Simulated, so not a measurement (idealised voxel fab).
Proc. module: voxel self aligned vias
The figure presents cross-section cut, which has a width of 280 nm and is divided into square cells with an edge length of 5 nm.
Cross-sections here: square-cell grids, written as top-down lists of bands, a band being one or more rows of cells.
Top height, bottom height, nm. Materials left to right, width each, nm. Single material + "edge to edge" = fills band edge to edge. "air" = empty.
Height datum 0, below which the as-received substrate wafer is one material. Lowest band open at the bottom, running downward: "0 down".
Graded width ("30 to 40"): value in top row of band = first number; value in bottom row = second number; row-to-row change constant.
Key: "no change occurred" - step with no changed cell in the cross-section.
Voids not open to the top, 8 cells minimum: see "Enclosed internal cavities". Written width x height at distance; distance is from the left edge; nm.
On a step's line, text after the settings is the simulator commenting on that step.
A step's line can hold "overlay nm"; with a mask on that step, the setting says how far right of the planned place the mask lay, while a negative setting says it lay to the left.
Steps planned for the process
step 1: RECEIVE | material Si
step 2: CONFORMAL_DEP | material SiO2 | thk nm 15
step 3: CONFORMAL_DEP | material SiCN | thk nm 5
step 4: DIRECTIONAL_DEP | material SiO2 | thk nm 30
step 5: MASKED_ETCH | tone open | mask id LINES | width nm 30 | pitch nm 65 | etch materials SiO2 | depth nm 30 | overlay nm 0
step 6: CONFORMAL_DEP | material TiN | thk nm 5
step 7: FILL_DEP | material Ru | thk nm 5
step 8: CMP | height nm 45
step 9: SELECTIVE_ETCH | etch materials W Ru TiN | depth nm 5
step 10: FILL_DEP | material SiN | thk nm 5
step 11: CMP | height nm 50
step 12: DIRECTIONAL_DEP | material SiO2 | thk nm 15
step 13: MASKED_ETCH | tone open | mask id VIAS | width nm 40 | pitch nm 130 | etch materials SiO2 | depth nm 15 | overlay nm 0
step 14: MASKED_ETCH | tone open | mask id VIAS | width nm 40 | pitch nm 130 | etch materials SiN | depth nm 5 | overlay nm 0
step 15: CONFORMAL_DEP | material TiN | thk nm 5
step 16: FILL_DEP | material Ru | thk nm 5
step 17: CMP | height nm 65
step 18: CONFORMAL_DEP | material SiN | thk nm 5
Split variable: height nm, step 8. Plan value = first wafer. Wafers start alike.
Cross-section of the first of several wafers on receipt, reflecting completion of step 1
- 0 down = Si edge to edge
- Enclosed internal cavities: none
Cross-section after step 18, the final step of the module, for the first of several wafers
- 70 to 65 = SiN edge to edge
- 65 to 50 = SiO2 (55), then TiN (5), then Ru (30), then TiN (5), then SiO2 (90), then TiN (5), then Ru (30), then TiN (5), then SiO2 (55)
- 50 to 45 = SiN (55), then TiN (40), then SiN (90), then TiN (40), then SiN (55)
- 45 to 40 = SiO2 (60), then SiN (30), then SiO2 (35), then SiN (30), then SiO2 (35), then SiN (30), then SiO2 (60)
- 40 to 25 = SiO2 (60), then TiN (5), then Ru (20), then TiN (5), then SiO2 (35), then TiN (5), then Ru (20), then TiN (5), then SiO2 (35), then TiN (5), then Ru (20), then TiN (5), then SiO2 (60)
- 25 to 20 = SiO2 (60), then TiN (30), then SiO2 (35), then TiN (30), then SiO2 (35), then TiN (30), then SiO2 (60)
- 20 to 15 = SiCN edge to edge
- 15 to 0 = SiO2 edge to edge
- 0 down = Si edge to edge
- Enclosed internal cavities: none
Last wafer of the set, cross-sectioned at end of module
- 70 to 65 = SiN edge to edge
- 65 to 55 = SiO2 (55), then TiN (5), then Ru (30), then TiN (5), then SiO2 (90), then TiN (5), then Ru (30), then TiN (5), then SiO2 (55)
- 55 to 50 = SiO2 (55), then TiN (40), then SiO2 (90), then TiN (40), then SiO2 (55)
- 50 to 25 = SiO2 (60), then TiN (5), then Ru (20), then TiN (5), then SiO2 (35), then TiN (5), then Ru (20), then TiN (5), then SiO2 (35), then TiN (5), then Ru (20), then TiN (5), then SiO2 (60)
- 25 to 20 = SiO2 (60), then TiN (30), then SiO2 (35), then TiN (30), then SiO2 (35), then TiN (30), then SiO2 (60)
- 20 to 15 = SiCN edge to edge
- 15 to 0 = SiO2 edge to edge
- 0 down = Si edge to edge
- Enclosed internal cavities: none
Table: wafers, a row each; end-of-module cell change per material since receipt, gain (+), loss (-); then closed voids
height nm 45 | +72 Ru | +56 SiCN | +114 SiN | +478 SiO2 | +64 TiN | Enclosed internal cavities: none
height nm 50 | +80 Ru | +56 SiCN | +62 SiN | +516 SiO2 | +70 TiN | Enclosed internal cavities: none
height nm 55 | +84 Ru | +56 SiCN | +56 SiN | +516 SiO2 | +72 TiN | Enclosed internal cavities: none
height nm 60 | +84 Ru | +56 SiCN | +56 SiN | +516 SiO2 | +72 TiN | Enclosed internal cavities: none
